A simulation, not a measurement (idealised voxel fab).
Herein follows the process module entitled voxel spacer lines.
Xsec cut, 260 nm wide, square cell size 5 nm.
Format of a cross-section: grid, square cells. Given as bands. Order: top down. Band: one or more rows of cells.
Basically the band line says how high the top is and how high the bottom is, in nm, and then what's in it from left to right, every material with its width in nm. Empty space shows up as "blank", and if a single material carries "all across" it runs the full band edge to edge.
Heights from 0 (as-received wafer is one material below). Bottom band endless downward, as "0..down".
Read "30..40" as a graded width: first number on top, second number at the bottom, same change between each pair of neighbouring rows.
The designation "no modifications", where it is given for a processing step, indicates that no cell of the cross-section was altered in the course of that step.
The label "Enclosed void listing" introduces a list of the empty spaces, 8 cells or larger, that have no open way up to the top; each entry in it reads width x height at distance, where the distance is taken from the left edge and all three are stated in nm.
Note: text after step settings on the step line = simulator remark on that step.
The line of a step may include "overlay nm". On a step with a mask, this value is how far to the right of its planned place the mask lay. A negative value means the mask lay to the left.
The remainder of this document consists of a sequence of paired cross-sections. Each pair presents the cross-section prior to one process step together with the cross-section following it, the latter being rendered only as deep as the lowest band that underwent change. The intervening step, together with its settings, is stated beneath each pair. Because the pairs may originate from different runs of this module on the same starting wafer, a given pair is to be read as continuing from the preceding pair only where its entry headed "State before" so indicates.
State before
45..35 | 40 of blank, then 45 of SiO2, then 25 of blank, then 45 of SiO2, then 25 of blank, then 45 of SiO2, then 35 of blank
35..25 | 40 of blank, then 10 of SiO2, then 25 of aC, then 10 of SiO2, then 25 of blank, then 10 of SiO2, then 25 of aC, then 10 of SiO2, then 25 of blank, then 10 of SiO2, then 25 of aC, then 10 of SiO2, then 35 of blank
25..15 | 50 of SiO2, then 25 of aC, then 45 of SiO2, then 25 of aC, then 45 of SiO2, then 25 of aC, then 45 of SiO2
15..5 | SiN all across
5..0 | Al2O3 all across
0..down | Si all across
Enclosed void listing: none
Post-Process Section
35..15 | 40 of blank, then 10 of SiO2, then 25 of aC, then 10 of SiO2, then 25 of blank, then 10 of SiO2, then 25 of aC, then 10 of SiO2, then 25 of blank, then 10 of SiO2, then 25 of aC, then 10 of SiO2, then 35 of blank
Below a height of 15, the structure has not been altered.
Enclosed void listing: none
As a process note, the step between the before and after cross-sections shown above is DIRECTIONAL_ETCH with etch materials SiO2, depth nm 10
State before: The prior state of this step coincides with the post-step cross-section of the pair just above.
Post-Process Section
35..15 | 40 of blank, then 10 of SiO2, then 25 of blank, then 10 of SiO2, then 25 of blank, then 10 of SiO2, then 25 of blank, then 10 of SiO2, then 25 of blank, then 10 of SiO2, then 25 of blank, then 10 of SiO2, then 35 of blank
Below a height of 15, the structure has not been altered.
Enclosed void listing: none
As a process note, the step between the before and after cross-sections shown above is STRIP with etch materials aC
State before: The prior state of this step coincides with the post-step cross-section of the pair just above.
Post-Process Section
35..15 | 40 of blank, then 10 of SiO2, then 25 of blank, then 10 of SiO2, then 25 of blank, then 10 of SiO2, then 25 of blank, then 10 of SiO2, then 25 of blank, then 10 of SiO2, then 25 of blank, then 10 of SiO2, then 35 of blank
15..5 | 40 of blank, then 10 of SiN, then 25 of blank, then 10 of SiN, then 25 of blank, then 10 of SiN, then 25 of blank, then 10 of SiN, then 25 of blank, then 10 of SiN, then 25 of blank, then 10 of SiN, then 35 of blank
Below a height of 5, the structure has not been altered.
Enclosed void listing: none
As a process note, the step between the before and after cross-sections shown above is DIRECTIONAL_ETCH with etch materials SiN, depth nm 10
State before: The prior state of this step coincides with the post-step cross-section of the pair just above.
Post-Process Section
15..5 | 40 of blank, then 10 of SiN, then 25 of blank, then 10 of SiN, then 25 of blank, then 10 of SiN, then 25 of blank, then 10 of SiN, then 25 of blank, then 10 of SiN, then 25 of blank, then 10 of SiN, then 35 of blank
Below a height of 5, the structure has not been altered.
Enclosed void listing: none
As a process note, the step between the before and after cross-sections shown above is STRIP with etch materials SiO2
State before: The prior state of this step coincides with the post-step cross-section of the pair just above.
Post-Process Section
25..15 | SiO2 all across
15..5 | 40 of SiO2, then 10 of SiN, then 25 of SiO2, then 10 of SiN, then 25 of SiO2, then 10 of SiN, then 25 of SiO2, then 10 of SiN, then 25 of SiO2, then 10 of SiN, then 25 of SiO2, then 10 of SiN, then 35 of SiO2
Below a height of 5, the structure has not been altered.
Enclosed void listing: none
As a process note, the step between the before and after cross-sections shown above is FILL_DEP with material SiO2, thk nm 10
State before: The prior state of this step coincides with the post-step cross-section of the pair just above.
Post-Process Section
15..5 | 40 of SiO2, then 10 of SiN, then 25 of SiO2, then 10 of SiN, then 25 of SiO2, then 10 of SiN, then 25 of SiO2, then 10 of SiN, then 25 of SiO2, then 10 of SiN, then 25 of SiO2, then 10 of SiN, then 35 of SiO2
Below a height of 5, the structure has not been altered.
Enclosed void listing: none
As a process note, the step between the before and after cross-sections shown above is CMP with height nm 15
State before
15..5 | 35 of blank, then 10 of SiN, then 25 of blank, then 10 of SiN, then 25 of blank, then 10 of SiN, then 25 of blank, then 10 of SiN, then 25 of blank, then 10 of SiN, then 25 of blank, then 10 of SiN, then 40 of blank
5..0 | Al2O3 all across
0..down | Si all across
Enclosed void listing: none
Post-Process Section
25..15 | aC all across
15..5 | 35 of aC, then 10 of SiN, then 25 of aC, then 10 of SiN, then 25 of aC, then 10 of SiN, then 25 of aC, then 10 of SiN, then 25 of aC, then 10 of SiN, then 25 of aC, then 10 of SiN, then 40 of aC
Below a height of 5, the structure has not been altered.
Enclosed void listing: none
As a process note, the step between the before and after cross-sections shown above is FILL_DEP with material aC, thk nm 10
State before: The prior state of this step coincides with the post-step cross-section of the pair just above.
Post-Process Section
15..5 | 35 of aC, then 10 of SiN, then 25 of aC, then 10 of SiN, then 25 of aC, then 10 of SiN, then 25 of aC, then 10 of SiN, then 25 of aC, then 10 of SiN, then 25 of aC, then 10 of SiN, then 40 of aC
Below a height of 5, the structure has not been altered.
Enclosed void listing: none
As a process note, the step between the before and after cross-sections shown above is CMP with height nm 15
State before
35..15 | aC all across
15..5 | SiN all across
5..0 | Al2O3 all across
0..down | Si all across
Enclosed void listing: none
Post-Process Section
65..35 | 45 of resist, then 25 of blank, then 45 of resist, then 25 of blank, then 45 of resist, then 25 of blank, then 50 of resist
Below a height of 35, the structure has not been altered.
Enclosed void listing: none
As a process note, the step between the before and after cross-sections shown above is PATTERN with tone open, mask id MANDREL, material resist, width nm 25, pitch nm 70, thk nm 30, overlay nm 0
State before: The prior state of this step coincides with the post-step cross-section of the pair just above.
Post-Process Section
45..35 | 45 of resist, then 25 of blank, then 45 of resist, then 25 of blank, then 45 of resist, then 25 of blank, then 50 of resist
35..15 | 45 of aC, then 25 of blank, then 45 of aC, then 25 of blank, then 45 of aC, then 25 of blank, then 50 of aC
Below a height of 15, the structure has not been altered.
Enclosed void listing: none
As a process note, the step between the before and after cross-sections shown above is DIRECTIONAL_ETCH with etch materials aC, depth nm 20
State before: The prior state of this step coincides with the post-step cross-section of the pair just above.
Post-Process Section
35..15 | 45 of aC, then 25 of blank, then 45 of aC, then 25 of blank, then 45 of aC, then 25 of blank, then 50 of aC
Below a height of 15, the structure has not been altered.
Enclosed void listing: none
As a process note, the step between the before and after cross-sections shown above is STRIP with etch materials resist
State before: The prior state of this step coincides with the post-step cross-section of the pair just above.
Post-Process Section
45..35 | 55 of SiO2, then 5 of blank, then 65 of SiO2, then 5 of blank, then 65 of SiO2, then 5 of blank, then 60 of SiO2
35..25 | 45 of aC, then 10 of SiO2, then 5 of blank, then 10 of SiO2, then 45 of aC, then 10 of SiO2, then 5 of blank, then 10 of SiO2, then 45 of aC, then 10 of SiO2, then 5 of blank, then 10 of SiO2, then 50 of aC
25..15 | 45 of aC, then 25 of SiO2, then 45 of aC, then 25 of SiO2, then 45 of aC, then 25 of SiO2, then 50 of aC
Below a height of 15, the structure has not been altered.
Enclosed void listing: none
As a process note, the step between the before and after cross-sections shown above is CONFORMAL_DEP with material SiO2, thk nm 10
State before: The prior state of this step coincides with the post-step cross-section of the pair just above.
Post-Process Section
35..15 | 45 of aC, then 10 of SiO2, then 5 of blank, then 10 of SiO2, then 45 of aC, then 10 of SiO2, then 5 of blank, then 10 of SiO2, then 45 of aC, then 10 of SiO2, then 5 of blank, then 10 of SiO2, then 50 of aC
Below a height of 15, the structure has not been altered.
Enclosed void listing: none
As a process note, the step between the before and after cross-sections shown above is DIRECTIONAL_ETCH with etch materials SiO2, depth nm 10
State before: The prior state of this step coincides with the post-step cross-section of the pair just above.
Post-Process Section
35..15 | 45 of blank, then 10 of SiO2, then 5 of blank, then 10 of SiO2, then 45 of blank, then 10 of SiO2, then 5 of blank, then 10 of SiO2, then 45 of blank, then 10 of SiO2, then 5 of blank, then 10 of SiO2, then 50 of blank
Below a height of 15, the structure has not been altered.
Enclosed void listing: none
As a process note, the step between the before and after cross-sections shown above is STRIP with etch materials aC
State before: The prior state of this step coincides with the post-step cross-section of the pair just above.
Post-Process Section
35..15 | 45 of blank, then 10 of SiO2, then 5 of blank, then 10 of SiO2, then 45 of blank, then 10 of SiO2, then 5 of blank, then 10 of SiO2, then 45 of blank, then 10 of SiO2, then 5 of blank, then 10 of SiO2, then 50 of blank
15..5 | 45 of blank, then 10 of SiN, then 5 of blank, then 10 of SiN, then 45 of blank, then 10 of SiN, then 5 of blank, then 10 of SiN, then 45 of blank, then 10 of SiN, then 5 of blank, then 10 of SiN, then 50 of blank
Below a height of 5, the structure has not been altered.
Enclosed void listing: none
As a process note, the step between the before and after cross-sections shown above is DIRECTIONAL_ETCH with etch materials SiN, depth nm 10
State before: The prior state of this step coincides with the post-step cross-section of the pair just above.
Post-Process Section
15..5 | 45 of blank, then 10 of SiN, then 5 of blank, then 10 of SiN, then 45 of blank, then 10 of SiN, then 5 of blank, then 10 of SiN, then 45 of blank, then 10 of SiN, then 5 of blank, then 10 of SiN, then 50 of blank
Below a height of 5, the structure has not been altered.
Enclosed void listing: none
As a process note, the step between the before and after cross-sections shown above is STRIP with etch materials SiO2
State before: The prior state of this step coincides with the post-step cross-section of the pair just above.
Post-Process Section
25..15 | SiO2 all across
15..5 | 45 of SiO2, then 10 of SiN, then 5 of SiO2, then 10 of SiN, then 45 of SiO2, then 10 of SiN, then 5 of SiO2, then 10 of SiN, then 45 of SiO2, then 10 of SiN, then 5 of SiO2, then 10 of SiN, then 50 of SiO2
Below a height of 5, the structure has not been altered.
Enclosed void listing: none
As a process note, the step between the before and after cross-sections shown above is FILL_DEP with material SiO2, thk nm 10
State before: The prior state of this step coincides with the post-step cross-section of the pair just above.
Post-Process Section
15..5 | 45 of SiO2, then 10 of SiN, then 5 of SiO2, then 10 of SiN, then 45 of SiO2, then 10 of SiN, then 5 of SiO2, then 10 of SiN, then 45 of SiO2, then 10 of SiN, then 5 of SiO2, then 10 of SiN, then 50 of SiO2
Below a height of 5, the structure has not been altered.
Enclosed void listing: none
As a process note, the step between the before and after cross-sections shown above is CMP with height nm 15
